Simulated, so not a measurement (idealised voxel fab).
process module | voxel wiring stack
cross-section cut | 190 nm wide | cells 5 nm
A cross-section is a grid of square cells, given in bands from the top down. A band is one or more rows of cells.
Each band's line starts with the height of the band's top and of its bottom, in nm. Then come its materials from left to right, each with its width in nm. One material with "throughout" fills the band from edge to edge. "air" is empty space.
Height 0 is the level under which the wafer as received is all one material. The lowest band goes on downwards, as in "0 down".
A width such as "30 to 40" changes by the same amount from each row of cells to the next, from the band's top row to its bottom row.
"no change" after a step means that no cell of the cross-section changed.
closed voids: empty space of 8 cells or more with no open way to the top, each as width x height at its distance from the left edge, in nm
after a step's settings: what the simulator itself notes on the step
overlay nm, on a step with a mask: how far to the right of its planned place the mask lay; to the left if negative
plan
1 op RECEIVE | material Si
2 op CONFORMAL_DEP | material SiO2 | thk nm 15
3 op CONFORMAL_DEP | material SiN | thk nm 5
4 op DIRECTIONAL_DEP | material lowk | thk nm 25
5 op PATTERN | tone open | mask id METAL_1 | material resist | width nm 20 | pitch nm 40 | thk nm 15 | overlay nm 0
6 op DIRECTIONAL_ETCH | etch materials lowk | depth nm 25
7 op DIRECTIONAL_ETCH | etch materials SiN | depth nm 5
8 op STRIP | etch materials resist
9 op CONFORMAL_DEP | material TiN | thk nm 5
10 op FILL_DEP | material W | thk nm 10
11 op CMP | height nm 45
12 op EPI | material Ru | thk nm 5
13 op FILL_DEP | material SiCN | thk nm 5
14 op DIRECTIONAL_DEP | material lowk | thk nm 30
15 op DIRECTIONAL_DEP | material aC | thk nm 10
16 op PATTERN | tone open | mask id METAL_2 | material resist | width nm 20 | pitch nm 40 | thk nm 25 | overlay nm 0
17 op DIRECTIONAL_ETCH | etch materials aC | depth nm 10
18 op STRIP | etch materials resist
19 op DIRECTIONAL_ETCH | etch materials lowk | depth nm 20
20 op STRIP | etch materials aC
21 op PATTERN | tone open | mask id METAL_2_HOLES | material resist | width nm 15 | pitch nm 40 | thk nm 20 | overlay nm 0
22 op DIRECTIONAL_ETCH | etch materials lowk | depth nm 10
23 op DIRECTIONAL_ETCH | etch materials SiCN | depth nm 5
24 op STRIP | etch materials resist
25 op CONFORMAL_DEP | material TiN | thk nm 5
26 op FILL_DEP | material Ru | thk nm 5
27 op CMP | height nm 85
28 op CONFORMAL_DEP | material SiCN | thk nm 5
29 op DIRECTIONAL_DEP | material lowk | thk nm 15
30 op DIRECTIONAL_DEP | material aC | thk nm 15
31 op PATTERN | tone open | mask id PLUG_2 | material resist | width nm 15 | thk nm 30 | overlay nm 0
32 op DIRECTIONAL_ETCH | etch materials aC | depth nm 15
33 op STRIP | etch materials resist
34 op DIRECTIONAL_ETCH | etch materials lowk | depth nm 15
35 op DIRECTIONAL_ETCH | etch materials SiCN | depth nm 5
36 op STRIP | etch materials aC
37 op CONFORMAL_DEP | material TiN | thk nm 5
38 op FILL_DEP | material Cu | thk nm 5
39 op CMP | height nm 105
40 op CONFORMAL_DEP | material SiCN | thk nm 5
41 op DIRECTIONAL_DEP | material SiO2 | thk nm 15
42 op PATTERN | tone open | mask id METAL_3 | material resist | width nm 20 | pitch nm 40 | thk nm 20 | overlay nm 0
43 op DIRECTIONAL_ETCH | etch materials SiO2 | depth nm 15
44 op DIRECTIONAL_ETCH | etch materials SiCN | depth nm 5
45 op STRIP | etch materials resist
46 op CONFORMAL_DEP | material TiN | thk nm 5
47 op FILL_DEP | material Cu | thk nm 10
48 op CMP | height nm 125
49 op CONFORMAL_DEP | material SiN | thk nm 5
as received, after step 1
  0 down: Si throughout
  closed voids: none
first wafer at the end, as planned
  130 to 125: SiN throughout
  125 to 110: SiO2 65 | TiN 5 | Cu 10 | TiN 5 | SiO2 20 | TiN 5 | Cu 10 | TiN 5 | SiO2 65
  110 to 105: SiCN 65 | TiN 20 | SiCN 20 | TiN 20 | SiCN 65
  105 to 90: lowk 65 | TiN 5 | Cu 5 | TiN 5 | lowk 110
  90 to 85: SiCN 65 | TiN 15 | SiCN 110
  85 to 70: lowk 65 | TiN 5 | Ru 10 | TiN 5 | lowk 20 | TiN 5 | Ru 10 | TiN 5 | lowk 65
  70 to 65: lowk 65 | TiN 5 | Ru 5 | TiN 10 | lowk 20 | TiN 5 | Ru 5 | TiN 10 | lowk 65
  65 to 55: lowk 65 | TiN 5 | Ru 5 | TiN 5 | lowk 25 | TiN 5 | Ru 5 | TiN 5 | lowk 70
  55 to 50: SiCN 65 | TiN 15 | SiCN 25 | TiN 15 | SiCN 70
  50 to 45: SiCN 60 | Ru 30 | SiCN 10 | Ru 30 | SiCN 60
  45 to 20: lowk 65 | TiN 5 | W 10 | TiN 5 | lowk 20 | TiN 5 | W 10 | TiN 5 | lowk 65
  20 to 15: SiN 65 | TiN 20 | SiN 20 | TiN 20 | SiN 65
  15 to 0: SiO2 throughout
  0 down: Si throughout
  closed voids: none
second wafer at the end: like start, like plan, one mistake
  130 to 125: SiN throughout
  125 to 110: SiO2 65 | TiN 5 | Cu 10 | TiN 5 | SiO2 20 | TiN 5 | Cu 10 | TiN 5 | SiO2 65
  110 to 105: SiCN 65 | TiN 20 | SiCN 20 | TiN 20 | SiCN 65
  105 to 90: lowk 65 | TiN 5 | Cu 5 | TiN 5 | lowk 110
  90 to 85: SiCN 65 | TiN 15 | SiCN 110
  85 to 75: lowk 55 | TiN 5 to 15 | Ru 20 to 10 | TiN 5 | lowk 10 | TiN 5 to 15 | Ru 20 to 10 | TiN 5 | lowk 65
  75 to 70: lowk 65 | TiN 5 | Ru 10 | TiN 5 | lowk 20 | TiN 5 | Ru 10 | TiN 5 | lowk 65
  70 to 65: lowk 65 | TiN 20 | lowk 20 | TiN 20 | lowk 65
  65 to 55: lowk 65 | TiN 5 | lowk 35 | TiN 5 | lowk 80
  55 to 50: SiCN 65 | TiN 5 | SiCN 35 | TiN 5 | SiCN 80
  50 to 45: SiCN 60 | Ru 30 | SiCN 10 | Ru 30 | SiCN 60
  45 to 20: lowk 65 | TiN 5 | W 10 | TiN 5 | lowk 20 | TiN 5 | W 10 | TiN 5 | lowk 65
  20 to 15: SiN 65 | TiN 20 | SiN 20 | TiN 20 | SiN 65
  15 to 0: SiO2 throughout
  0 down: Si throughout
  closed voids: none
what went wrong: step 21 ran as: op PATTERN | tone open | mask id METAL_2_HOLES | material resist | width nm 15 | pitch nm 40 | thk nm 20 | overlay nm -10
at the end the second wafer has, in cells: 2 fewer of Ru | 4 more of SiCN | 2 fewer of TiN
